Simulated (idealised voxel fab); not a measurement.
This section sets out a process module, namely voxel air gaps.
Section shown: cut. Width: 180 nm. Cell size: 5 nm, square.
Cross-sections here: square-cell grids, written as top-down lists of bands, a band being one or more rows of cells.
Top height, bottom height, nm. Materials left to right, width each, nm. Single material + "throughout" = fills band edge to edge. "blank" = empty.
Zero point of the height axis is 0; under it, received wafer = one material. Lowest band: continues down indefinitely, "0 nm and below".
When a width is written as two numbers, as in "30..40", the first number is the width in the top row of cells of the band and the second is the width in its bottom row, and the width changes by the same amount from each row to the next.
Reading "nothing got changed" for a step: not a cell of the cross-section changed in it.
Empty spaces counting at least 8 cells and having no open way to the top are listed in "Enclosed void catalog". The notation width x height at distance is used for each, the distance being from the left edge and all three values in nm.
Anything after a step's settings on that line? It's the simulator's own note about the step.
Each step line may optionally specify "overlay nm", which for a step with a mask gives the rightward distance between the mask's planned place and where it lay, a negative value indicating the leftward direction.
### So here's the lineup of process steps we planned
1 RECEIVE | material Si
2 CONFORMAL_DEP | material SiO2 | thk nm 10
3 CONFORMAL_DEP | material SiN | thk nm 5
4 DIRECTIONAL_DEP | material SiO2 | thk nm 40
5 MASKED_ETCH | tone open | mask id LINES | width nm 25 | pitch nm 55 | etch materials SiO2 | depth nm 40 | overlay nm 0
6 CONFORMAL_DEP | material TiN | thk nm 5
7 FILL_DEP | material Ru | thk nm 10
8 CMP | height nm 55
9 EPI | material Ru | thk nm 10
10 SELECTIVE_ETCH | etch materials SiO2 | depth nm 50
11 CONFORMAL_DEP | material SiCN | thk nm 5
### Run as planned: first of two wafers
### As-received state of the wafer in cross-section, equivalent to post-step 1
	0 nm and below  Si throughout
	Enclosed void catalog: none
### So this is the wafer cross-section right after step 2
	10 nm to 0 nm  SiO2 throughout
	Below 0, no change.
### So this is the wafer cross-section right after step 3
	15 nm to 10 nm  SiN throughout
	Below 10, no change.
### So this is the wafer cross-section right after step 4
	55 nm to 15 nm  SiO2 throughout
	Below 15, no change.
### So this is the wafer cross-section right after step 5
	55 nm to 15 nm  SiO2=20 | blank=25 | SiO2=30 | blank=25 | SiO2=30 | blank=25 | SiO2=25
	Below 15, no change.
### So this is the wafer cross-section right after step 6
	60 nm to 55 nm  TiN=25 | blank=15 | TiN=40 | blank=15 | TiN=40 | blank=15 | TiN=30
	55 nm to 20 nm  SiO2=20 | TiN=5 | blank=15 | TiN=5 | SiO2=30 | TiN=5 | blank=15 | TiN=5 | SiO2=30 | TiN=5 | blank=15 | TiN=5 | SiO2=25
	20 nm to 15 nm  SiO2=20 | TiN=25 | SiO2=30 | TiN=25 | SiO2=30 | TiN=25 | SiO2=25
	Below 15, no change.
### So this is the wafer cross-section right after step 7
	70 nm to 60 nm  Ru throughout
	60 nm to 55 nm  TiN=25 | Ru=15 | TiN=40 | Ru=15 | TiN=40 | Ru=15 | TiN=30
	55 nm to 20 nm  SiO2=20 | TiN=5 | Ru=15 | TiN=5 | SiO2=30 | TiN=5 | Ru=15 | TiN=5 | SiO2=30 | TiN=5 | Ru=15 | TiN=5 | SiO2=25
	Below 20, no change.
### So this is the wafer cross-section right after step 8
	55 nm to 20 nm  SiO2=20 | TiN=5 | Ru=15 | TiN=5 | SiO2=30 | TiN=5 | Ru=15 | TiN=5 | SiO2=30 | TiN=5 | Ru=15 | TiN=5 | SiO2=25
	Below 20, no change.
### So this is the wafer cross-section right after step 9
	65 nm to 55 nm  blank=10 | Ru=45 | blank=10 | Ru=45 | blank=10 | Ru=45 | blank=15
	Below 55, no change.
### So this is the wafer cross-section right after step 10
	65 nm to 55 nm  blank=10 | Ru=45 | blank=10 | Ru=45 | blank=10 | Ru=45 | blank=15
	55 nm to 20 nm  blank=20 | TiN=5 | Ru=15 | TiN=5 | blank=30 | TiN=5 | Ru=15 | TiN=5 | blank=30 | TiN=5 | Ru=15 | TiN=5 | blank=25
	20 nm to 15 nm  blank=20 | TiN=25 | blank=30 | TiN=25 | blank=30 | TiN=25 | blank=25
	Below 15, no change.
### So this is the wafer cross-section right after step 11
	70 nm to 65 nm  blank=5 | SiCN=165 | blank=10
	65 nm to 55 nm  blank=5 | SiCN=5 | Ru=45 | SiCN=10 | Ru=45 | SiCN=10 | Ru=45 | SiCN=5 | blank=10
	55 nm to 50 nm  blank=5 | SiCN=15 | TiN=5 | Ru=15 | TiN=5 | SiCN=30 | TiN=5 | Ru=15 | TiN=5 | SiCN=30 | TiN=5 | Ru=15 | TiN=5 | SiCN=15 | blank=10
	50 nm to 20 nm  blank=15 | SiCN=5 | TiN=5 | Ru=15 | TiN=5 | SiCN=5 | blank=20 | SiCN=5 | TiN=5 | Ru=15 | TiN=5 | SiCN=5 | blank=20 | SiCN=5 | TiN=5 | Ru=15 | TiN=5 | SiCN=5 | blank=20
	20 nm to 15 nm  SiCN=20 | TiN=25 | SiCN=30 | TiN=25 | SiCN=30 | TiN=25 | SiCN=25
	Below 15, no change.
	Enclosed void catalog: 20 x 30 at 50; 20 x 30 at 105
### The second wafer began exactly as the first did and followed the same plan, but one mistake was made while running it; through step 2 inclusive, the two wafers are identical
### when step 3 should have ended
	50 nm to 0 nm  SiO2 throughout
	Below 0, no change.
### when step 4 should have ended
	55 nm to 50 nm  SiN throughout
	Below 50, no change.
when step 5 should have ended: nothing got changed
### when step 6 should have ended
	60 nm to 55 nm  TiN throughout
	Below 55, no change.
### when step 7 should have ended
	70 nm to 60 nm  Ru throughout
	Below 60, no change.
### when step 8 should have ended
	55 nm to 50 nm  SiN throughout
	Below 50, no change.
when step 9 should have ended: nothing got changed
when step 10 should have ended: nothing got changed
### when step 11 should have ended
	60 nm to 55 nm  SiCN throughout
	Below 55, no change.
Plan not followed: mixed up steps 3 and 4 - ran each in the other's place
The second wafer ends with more or fewer cells of some materials than the first, per final count: -117 Ru | -84 SiCN | +288 SiO2 | -57 TiN
closed voids at the end (first wafer, second wafer): 2, 0
